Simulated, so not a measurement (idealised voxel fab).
process module | voxel self aligned vias
cross-section cut | 275 nm wide | cells 5 nm
A cross-section is a grid of square cells, given in bands from the top down. A band is one or more rows of cells.
Each band's line starts with the height of the band's top and of its bottom, in nm. Then come its materials from left to right, each with its width in nm. One material with "throughout" fills the band from edge to edge. "air" is empty space.
Height 0 is the level under which the wafer as received is all one material. The lowest band goes on downwards, as in "0 down".
A width such as "30 to 40" changes by the same amount from each row of cells to the next, from the band's top row to its bottom row.
"no change" after a step means that no cell of the cross-section changed.
closed voids: empty space of 8 cells or more with no open way to the top, each as width x height at its distance from the left edge, in nm
after a step's settings: what the simulator itself notes on the step
overlay nm, on a step with a mask: how far to the right of its planned place the mask lay; to the left if negative
plan
1 op RECEIVE | material Si
2 op CONFORMAL_DEP | material SiO2 | thk nm 10
3 op CONFORMAL_DEP | material SiCN | thk nm 5
4 op DIRECTIONAL_DEP | material SiO2 | thk nm 20
5 op PATTERN | tone open | mask id LINES | material resist | width nm 20 | pitch nm 65 | thk nm 15 | overlay nm 0
6 op DIRECTIONAL_ETCH | etch materials SiO2 | depth nm 20
7 op STRIP | etch materials resist
8 op CONFORMAL_DEP | material TiN | thk nm 5
9 op FILL_DEP | material W | thk nm 5
10 op CMP | height nm 35
11 op SELECTIVE_ETCH | etch materials W Ru TiN | depth nm 10
12 op FILL_DEP | material SiN | thk nm 5
13 op CMP | height nm 35
14 op DIRECTIONAL_DEP | material SiO2 | thk nm 15
15 op MASKED_ETCH | tone open | mask id VIAS | width nm 40 | pitch nm 65 | etch materials SiO2 | depth nm 15 | overlay nm 0
16 op MASKED_ETCH | tone open | mask id VIAS | width nm 40 | pitch nm 65 | etch materials SiN | depth nm 10 | overlay nm 0
17 op CONFORMAL_DEP | material TiN | thk nm 5
18 op FILL_DEP | material Ru | thk nm 10
19 op CMP | height nm 50
20 op CONFORMAL_DEP | material SiN | thk nm 5
as received, after step 1
  0 down: Si throughout
  closed voids: none
a wafer at the end: this start, this plan, one mistake
  65 to 50: SiN throughout
  50 to 40: SiO2 50 | TiN 5 | Ru 30 | TiN 5 | SiO2 25 | TiN 5 | Ru 30 | TiN 5 | SiO2 25 | TiN 5 | Ru 30 | TiN 5 | SiO2 55
  40 to 30: SiO2 50 to 60 | TiN 15 to 5 | Ru 10 | TiN 15 to 5 | SiO2 25 to 45 | TiN 15 to 5 | Ru 10 | TiN 15 to 5 | SiO2 25 to 45 | TiN 15 to 5 | Ru 10 | TiN 15 to 5 | SiO2 55 to 65
  30 to 25: SiO2 60 | TiN 20 | SiO2 45 | TiN 20 | SiO2 45 | TiN 20 | SiO2 65
  25 to 20: SiO2 60 | TiN 5 | W 10 | TiN 5 | SiO2 45 | TiN 5 | W 10 | TiN 5 | SiO2 45 | TiN 5 | W 10 | TiN 5 | SiO2 65
  20 to 15: SiO2 60 | TiN 20 | SiO2 45 | TiN 20 | SiO2 45 | TiN 20 | SiO2 65
  15 to 10: SiCN throughout
  10 to 0: SiO2 throughout
  0 down: Si throughout
  closed voids: none
what went wrong: step 20 ran as: op CONFORMAL_DEP | material SiN | thk nm 15
